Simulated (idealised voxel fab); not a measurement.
Process module name: voxel gate over fins
FYI the section here is cut, 150 nm wide, cells are 5 nm squares.
We lay out every cross-section as a grid of square cells and spell it out in bands from the top down, where one band means one or more rows of cells. A band entry consists of two parts. The first gives the height of the band's top and the height of its bottom, in nm. The rest lists the band's materials from left to right, each with its width in nm. A single material labelled with the word "edge to edge" fills the band from edge to edge, and the word "empty" marks empty space. A quick word on heights: they are counted from 0, and under that level the wafer as it came to us is one material throughout. The lowest band is different from the rest in having no bottom; it simply continues downward, written as in "0 nm and below". The notation "30..40" denotes a width that varies across the rows of cells in the band, beginning at the first number in the top row, finishing at the second number in the bottom row, and changing by an identical amount from each row to the next. The designation "no alteration", where it is given for a processing step, indicates that no cell of the cross-section was altered in the course of that step. For the entry "Closed internal cavities", the listed items are empty spaces with no open way to the top whose size is 8 cells or more; each item follows the pattern width x height at distance, where distance is from the left edge and all three are in nm. What comes after the settings on a step's line is commentary from the simulator itself on that step. "overlay nm" denotes, for a step that has a mask, the displacement of the mask to the right of its planned place, with negative values corresponding to the left.
Set out below are the planned steps of the process
1) RECEIVE with material Si
2) CONFORMAL_DEP with material SiN, thk nm 5
3) MASKED_ETCH with tone cover, mask id FINS, width nm 15, pitch nm 60, etch materials SiN, depth nm 5, overlay nm 0
4) MASKED_ETCH with tone cover, mask id FINS, width nm 15, pitch nm 60, etch materials Si, depth nm 40, overlay nm 0
5) OXIDIZE with depth nm 5
6) FILL_DEP with material SiO2, thk nm 5
7) CMP with height nm 5
8) DIRECTIONAL_DEP with material aC, thk nm 15
9) PATTERN with tone open, mask id RAIL, material resist, width nm 15, thk nm 35, overlay nm 0
10) DIRECTIONAL_ETCH with etch materials aC, depth nm 15
11) STRIP with etch materials resist
12) DIRECTIONAL_ETCH with etch materials SiO2, depth nm 40
13) STRIP with etch materials aC
14) CONFORMAL_DEP with material TiN, thk nm 5
15) FILL_DEP with material W, thk nm 10
16) CMP with height nm 5
17) SELECTIVE_ETCH with etch materials W Ru TiN, depth nm 25
18) FILL_DEP with material SiO2, thk nm 5
19) CMP with height nm 5
20) SELECTIVE_ETCH with etch materials SiO2, depth nm 20
21) STRIP with etch materials SiN
22) CONFORMAL_DEP with material HfO2, thk nm 5
23) CONFORMAL_DEP with material TiN, thk nm 5
24) FILL_DEP with material W, thk nm 10
25) CMP with height nm 15
26) CONFORMAL_DEP with material SiCN, thk nm 5
Below: the first of two wafers, run as planned
Received-state cross-section, reflecting completion of step 1
	0 nm and below: Si edge to edge
	Closed internal cavities: none
Presented here is a cross-section of the wafer after step 2 has been performed
	5 nm to 0 nm: SiN edge to edge
	Nothing below the height 0 has changed.
Presented here is a cross-section of the wafer after step 3 has been performed
	5 nm to 0 nm: empty: 35 | SiN: 15 | empty: 45 | SiN: 15 | empty: 40
	Nothing below the height 0 has changed.
Presented here is a cross-section of the wafer after step 4 has been performed
	5 nm to 0 nm: empty: 35 | SiN: 15 | empty: 45 | SiN: 15 | empty: 40
	0 nm to -40 nm: empty: 35 | Si: 15 | empty: 45 | Si: 15 | empty: 40
	Nothing below the height -40 has changed.
Presented here is a cross-section of the wafer after step 5 has been performed
	5 nm to 0 nm: empty: 35 | SiN: 15 | empty: 45 | SiN: 15 | empty: 40
	0 nm to -40 nm: empty: 35 | SiO2: 5 | Si: 5 | SiO2: 5 | empty: 45 | SiO2: 5 | Si: 5 | SiO2: 5 | empty: 40
	-40 nm to -45 nm: SiO2: 40 | Si: 5 | SiO2: 55 | Si: 5 | SiO2: 45
	Nothing below the height -45 has changed.
Presented here is a cross-section of the wafer after step 6 has been performed
	10 nm to 5 nm: SiO2 edge to edge
	5 nm to 0 nm: SiO2: 35 | SiN: 15 | SiO2: 45 | SiN: 15 | SiO2: 40
	0 nm to -45 nm: SiO2: 40 | Si: 5 | SiO2: 55 | Si: 5 | SiO2: 45
	Nothing below the height -45 has changed.
Presented here is a cross-section of the wafer after step 7 has been performed
	5 nm to 0 nm: SiO2: 35 | SiN: 15 | SiO2: 45 | SiN: 15 | SiO2: 40
	Nothing below the height 0 has changed.
Presented here is a cross-section of the wafer after step 8 has been performed
	20 nm to 5 nm: aC edge to edge
	Nothing below the height 5 has changed.
Presented here is a cross-section of the wafer after step 9 has been performed
	55 nm to 20 nm: resist: 65 | empty: 15 | resist: 70
	Nothing below the height 20 has changed.
Presented here is a cross-section of the wafer after step 10 has been performed
	40 nm to 20 nm: resist: 65 | empty: 15 | resist: 70
	20 nm to 5 nm: aC: 65 | empty: 15 | aC: 70
	Nothing below the height 5 has changed.
Presented here is a cross-section of the wafer after step 11 has been performed
	20 nm to 5 nm: aC: 65 | empty: 15 | aC: 70
	Nothing below the height 5 has changed.
Presented here is a cross-section of the wafer after step 12 has been performed
	20 nm to 5 nm: aC: 65 | empty: 15 | aC: 70
	5 nm to 0 nm: SiO2: 35 | SiN: 15 | SiO2: 15 | empty: 15 | SiO2: 15 | SiN: 15 | SiO2: 40
	0 nm to -35 nm: SiO2: 40 | Si: 5 | SiO2: 20 | empty: 15 | SiO2: 20 | Si: 5 | SiO2: 45
	Nothing below the height -35 has changed.
Presented here is a cross-section of the wafer after step 13 has been performed
	5 nm to 0 nm: SiO2: 35 | SiN: 15 | SiO2: 15 | empty: 15 | SiO2: 15 | SiN: 15 | SiO2: 40
	Nothing below the height 0 has changed.
Presented here is a cross-section of the wafer after step 14 has been performed
	10 nm to 5 nm: TiN: 70 | empty: 5 | TiN: 75
	5 nm to 0 nm: SiO2: 35 | SiN: 15 | SiO2: 15 | TiN: 5 | empty: 5 | TiN: 5 | SiO2: 15 | SiN: 15 | SiO2: 40
	0 nm to -30 nm: SiO2: 40 | Si: 5 | SiO2: 20 | TiN: 5 | empty: 5 | TiN: 5 | SiO2: 20 | Si: 5 | SiO2: 45
	-30 nm to -35 nm: SiO2: 40 | Si: 5 | SiO2: 20 | TiN: 15 | SiO2: 20 | Si: 5 | SiO2: 45
	Nothing below the height -35 has changed.
Presented here is a cross-section of the wafer after step 15 has been performed
	20 nm to 10 nm: W edge to edge
	10 nm to 5 nm: TiN: 70 | W: 5 | TiN: 75
	5 nm to 0 nm: SiO2: 35 | SiN: 15 | SiO2: 15 | TiN: 5 | W: 5 | TiN: 5 | SiO2: 15 | SiN: 15 | SiO2: 40
	0 nm to -30 nm: SiO2: 40 | Si: 5 | SiO2: 20 | TiN: 5 | W: 5 | TiN: 5 | SiO2: 20 | Si: 5 | SiO2: 45
	Nothing below the height -30 has changed.
Presented here is a cross-section of the wafer after step 16 has been performed
	5 nm to 0 nm: SiO2: 35 | SiN: 15 | SiO2: 15 | TiN: 5 | W: 5 | TiN: 5 | SiO2: 15 | SiN: 15 | SiO2: 40
	Nothing below the height 0 has changed.
Presented here is a cross-section of the wafer after step 17 has been performed
	5 nm to 0 nm: SiO2: 35 | SiN: 15 | SiO2: 15 | empty: 15 | SiO2: 15 | SiN: 15 | SiO2: 40
	0 nm to -20 nm: SiO2: 40 | Si: 5 | SiO2: 20 | empty: 15 | SiO2: 20 | Si: 5 | SiO2: 45
	Nothing below the height -20 has changed.
Presented here is a cross-section of the wafer after step 18 has been performed
	10 nm to 5 nm: SiO2 edge to edge
	5 nm to 0 nm: SiO2: 35 | SiN: 15 | SiO2: 45 | SiN: 15 | SiO2: 40
	0 nm to -20 nm: SiO2: 40 | Si: 5 | SiO2: 55 | Si: 5 | SiO2: 45
	Nothing below the height -20 has changed.
Presented here is a cross-section of the wafer after step 19 has been performed
	5 nm to 0 nm: SiO2: 35 | SiN: 15 | SiO2: 45 | SiN: 15 | SiO2: 40
	Nothing below the height 0 has changed.
Presented here is a cross-section of the wafer after step 20 has been performed
	5 nm to 0 nm: empty: 35 | SiN: 15 | empty: 45 | SiN: 15 | empty: 40
	0 nm to -15 nm: empty: 40 | Si: 5 | empty: 55 | Si: 5 | empty: 45
	Nothing below the height -15 has changed.
Presented here is a cross-section of the wafer after step 21 has been performed
	0 nm to -15 nm: empty: 40 | Si: 5 | empty: 55 | Si: 5 | empty: 45
	Nothing below the height -15 has changed.
Presented here is a cross-section of the wafer after step 22 has been performed
	5 nm to 0 nm: empty: 35 | HfO2: 15 | empty: 45 | HfO2: 15 | empty: 40
	0 nm to -10 nm: empty: 35 | HfO2: 5 | Si: 5 | HfO2: 5 | empty: 45 | HfO2: 5 | Si: 5 | HfO2: 5 | empty: 40
	-10 nm to -15 nm: HfO2: 40 | Si: 5 | HfO2: 55 | Si: 5 | HfO2: 45
	Nothing below the height -15 has changed.
Presented here is a cross-section of the wafer after step 23 has been performed
	10 nm to 5 nm: empty: 30 | TiN: 25 | empty: 35 | TiN: 25 | empty: 35
	5 nm to 0 nm: empty: 30 | TiN: 5 | HfO2: 15 | TiN: 5 | empty: 35 | TiN: 5 | HfO2: 15 | TiN: 5 | empty: 35
	0 nm to -5 nm: empty: 30 | TiN: 5 | HfO2: 5 | Si: 5 | HfO2: 5 | TiN: 5 | empty: 35 | TiN: 5 | HfO2: 5 | Si: 5 | HfO2: 5 | TiN: 5 | empty: 35
	-5 nm to -10 nm: TiN: 35 | HfO2: 5 | Si: 5 | HfO2: 5 | TiN: 45 | HfO2: 5 | Si: 5 | HfO2: 5 | TiN: 40
	Nothing below the height -10 has changed.
Presented here is a cross-section of the wafer after step 24 has been performed
	20 nm to 10 nm: W edge to edge
	10 nm to 5 nm: W: 30 | TiN: 25 | W: 35 | TiN: 25 | W: 35
	5 nm to 0 nm: W: 30 | TiN: 5 | HfO2: 15 | TiN: 5 | W: 35 | TiN: 5 | HfO2: 15 | TiN: 5 | W: 35
	0 nm to -5 nm: W: 30 | TiN: 5 | HfO2: 5 | Si: 5 | HfO2: 5 | TiN: 5 | W: 35 | TiN: 5 | HfO2: 5 | Si: 5 | HfO2: 5 | TiN: 5 | W: 35
	Nothing below the height -5 has changed.
Presented here is a cross-section of the wafer after step 25 has been performed
	15 nm to 10 nm: W edge to edge
	Nothing below the height 10 has changed.
Presented here is a cross-section of the wafer after step 26 has been performed
	20 nm to 15 nm: SiCN edge to edge
	Nothing below the height 15 has changed.
Second wafer - shared start and plan with the first - one error in running - same as the first up to step 8 inclusive
Here is the second wafer in cross-section at the point where step 9 of the plan should have been done
	55 nm to 20 nm: empty: 65 | resist: 15 | empty: 70
	Nothing below the height 20 has changed.
Here is the second wafer in cross-section at the point where step 10 of the plan should have been done
	40 nm to 20 nm: empty: 65 | resist: 15 | empty: 70
	20 nm to 5 nm: empty: 65 | aC: 15 | empty: 70
	Nothing below the height 5 has changed.
Here is the second wafer in cross-section at the point where step 11 of the plan should have been done
	20 nm to 5 nm: empty: 65 | aC: 15 | empty: 70
	Nothing below the height 5 has changed.
Here is the second wafer in cross-section at the point where step 12 of the plan should have been done
	20 nm to 5 nm: empty: 65 | aC: 15 | empty: 70
	5 nm to 0 nm: empty: 35 | SiN: 15 | empty: 15 | SiO2: 15 | empty: 15 | SiN: 15 | empty: 40
	0 nm to -35 nm: empty: 35 | SiO2: 5 | Si: 5 | SiO2: 5 | empty: 15 | SiO2: 15 | empty: 15 | SiO2: 5 | Si: 5 | SiO2: 5 | empty: 40
	Nothing below the height -35 has changed.
Here is the second wafer in cross-section at the point where step 13 of the plan should have been done
	5 nm to 0 nm: empty: 35 | SiN: 15 | empty: 15 | SiO2: 15 | empty: 15 | SiN: 15 | empty: 40
	Nothing below the height 0 has changed.
Here is the second wafer in cross-section at the point where step 14 of the plan should have been done
	10 nm to 5 nm: empty: 30 | TiN: 25 | empty: 5 | TiN: 25 | empty: 5 | TiN: 25 | empty: 35
	5 nm to 0 nm: empty: 30 | TiN: 5 | SiN: 15 | TiN: 5 | empty: 5 | TiN: 5 | SiO2: 15 | TiN: 5 | empty: 5 | TiN: 5 | SiN: 15 | TiN: 5 | empty: 35
	0 nm to -30 nm: empty: 30 | TiN: 5 | SiO2: 5 | Si: 5 | SiO2: 5 | TiN: 5 | empty: 5 | TiN: 5 | SiO2: 15 | TiN: 5 | empty: 5 | TiN: 5 | SiO2: 5 | Si: 5 | SiO2: 5 | TiN: 5 | empty: 35
	-30 nm to -35 nm: TiN: 35 | SiO2: 5 | Si: 5 | SiO2: 5 | TiN: 15 | SiO2: 15 | TiN: 15 | SiO2: 5 | Si: 5 | SiO2: 5 | TiN: 40
	Nothing below the height -35 has changed.
Here is the second wafer in cross-section at the point where step 15 of the plan should have been done
	20 nm to 10 nm: W edge to edge
	10 nm to 5 nm: W: 30 | TiN: 25 | W: 5 | TiN: 25 | W: 5 | TiN: 25 | W: 35
	5 nm to 0 nm: W: 30 | TiN: 5 | SiN: 15 | TiN: 5 | W: 5 | TiN: 5 | SiO2: 15 | TiN: 5 | W: 5 | TiN: 5 | SiN: 15 | TiN: 5 | W: 35
	0 nm to -30 nm: W: 30 | TiN: 5 | SiO2: 5 | Si: 5 | SiO2: 5 | TiN: 5 | W: 5 | TiN: 5 | SiO2: 15 | TiN: 5 | W: 5 | TiN: 5 | SiO2: 5 | Si: 5 | SiO2: 5 | TiN: 5 | W: 35
	Nothing below the height -30 has changed.
Here is the second wafer in cross-section at the point where step 16 of the plan should have been done
	5 nm to 0 nm: W: 30 | TiN: 5 | SiN: 15 | TiN: 5 | W: 5 | TiN: 5 | SiO2: 15 | TiN: 5 | W: 5 | TiN: 5 | SiN: 15 | TiN: 5 | W: 35
	Nothing below the height 0 has changed.
Here is the second wafer in cross-section at the point where step 17 of the plan should have been done
	5 nm to 0 nm: empty: 35 | SiN: 15 | empty: 15 | SiO2: 15 | empty: 15 | SiN: 15 | empty: 40
	0 nm to -20 nm: empty: 35 | SiO2: 5 | Si: 5 | SiO2: 5 | empty: 15 | SiO2: 15 | empty: 15 | SiO2: 5 | Si: 5 | SiO2: 5 | empty: 40
	Nothing below the height -20 has changed.
Here is the second wafer in cross-section at the point where step 18 of the plan should have been done
	10 nm to 5 nm: SiO2 edge to edge
	5 nm to 0 nm: SiO2: 35 | SiN: 15 | SiO2: 45 | SiN: 15 | SiO2: 40
	0 nm to -20 nm: SiO2: 40 | Si: 5 | SiO2: 55 | Si: 5 | SiO2: 45
	Nothing below the height -20 has changed.
Here is the second wafer in cross-section at the point where step 19 of the plan should have been done
	5 nm to 0 nm: SiO2: 35 | SiN: 15 | SiO2: 45 | SiN: 15 | SiO2: 40
	Nothing below the height 0 has changed.
Here is the second wafer in cross-section at the point where step 20 of the plan should have been done
	5 nm to 0 nm: empty: 35 | SiN: 15 | empty: 45 | SiN: 15 | empty: 40
	0 nm to -15 nm: empty: 40 | Si: 5 | empty: 55 | Si: 5 | empty: 45
	Nothing below the height -15 has changed.
Here is the second wafer in cross-section at the point where step 21 of the plan should have been done
	0 nm to -15 nm: empty: 40 | Si: 5 | empty: 55 | Si: 5 | empty: 45
	Nothing below the height -15 has changed.
Here is the second wafer in cross-section at the point where step 22 of the plan should have been done
	5 nm to 0 nm: empty: 35 | HfO2: 15 | empty: 45 | HfO2: 15 | empty: 40
	0 nm to -10 nm: empty: 35 | HfO2: 5 | Si: 5 | HfO2: 5 | empty: 45 | HfO2: 5 | Si: 5 | HfO2: 5 | empty: 40
	-10 nm to -15 nm: HfO2: 40 | Si: 5 | HfO2: 55 | Si: 5 | HfO2: 45
	Nothing below the height -15 has changed.
Here is the second wafer in cross-section at the point where step 23 of the plan should have been done
	10 nm to 5 nm: empty: 30 | TiN: 25 | empty: 35 | TiN: 25 | empty: 35
	5 nm to 0 nm: empty: 30 | TiN: 5 | HfO2: 15 | TiN: 5 | empty: 35 | TiN: 5 | HfO2: 15 | TiN: 5 | empty: 35
	0 nm to -5 nm: empty: 30 | TiN: 5 | HfO2: 5 | Si: 5 | HfO2: 5 | TiN: 5 | empty: 35 | TiN: 5 | HfO2: 5 | Si: 5 | HfO2: 5 | TiN: 5 | empty: 35
	-5 nm to -10 nm: TiN: 35 | HfO2: 5 | Si: 5 | HfO2: 5 | TiN: 45 | HfO2: 5 | Si: 5 | HfO2: 5 | TiN: 40
	Nothing below the height -10 has changed.
Here is the second wafer in cross-section at the point where step 24 of the plan should have been done
	20 nm to 10 nm: W edge to edge
	10 nm to 5 nm: W: 30 | TiN: 25 | W: 35 | TiN: 25 | W: 35
	5 nm to 0 nm: W: 30 | TiN: 5 | HfO2: 15 | TiN: 5 | W: 35 | TiN: 5 | HfO2: 15 | TiN: 5 | W: 35
	0 nm to -5 nm: W: 30 | TiN: 5 | HfO2: 5 | Si: 5 | HfO2: 5 | TiN: 5 | W: 35 | TiN: 5 | HfO2: 5 | Si: 5 | HfO2: 5 | TiN: 5 | W: 35
	Nothing below the height -5 has changed.
Here is the second wafer in cross-section at the point where step 25 of the plan should have been done
	15 nm to 10 nm: W edge to edge
	Nothing below the height 10 has changed.
Here is the second wafer in cross-section at the point where step 26 of the plan should have been done
	20 nm to 15 nm: SiCN edge to edge
	Nothing below the height 15 has changed.
It is concluded that the wafer was processed incorrectly with respect to the plan, in that note that step 9 departed from the planned setting and was carried out as PATTERN with tone cover, mask id RAIL, material resist, width nm 15, thk nm 35, overlay nm 0
Counted in cells at the end, the second wafer holds more or fewer of these materials than the first: SiO2: 54 fewer | TiN: 26 more | W: 28 more
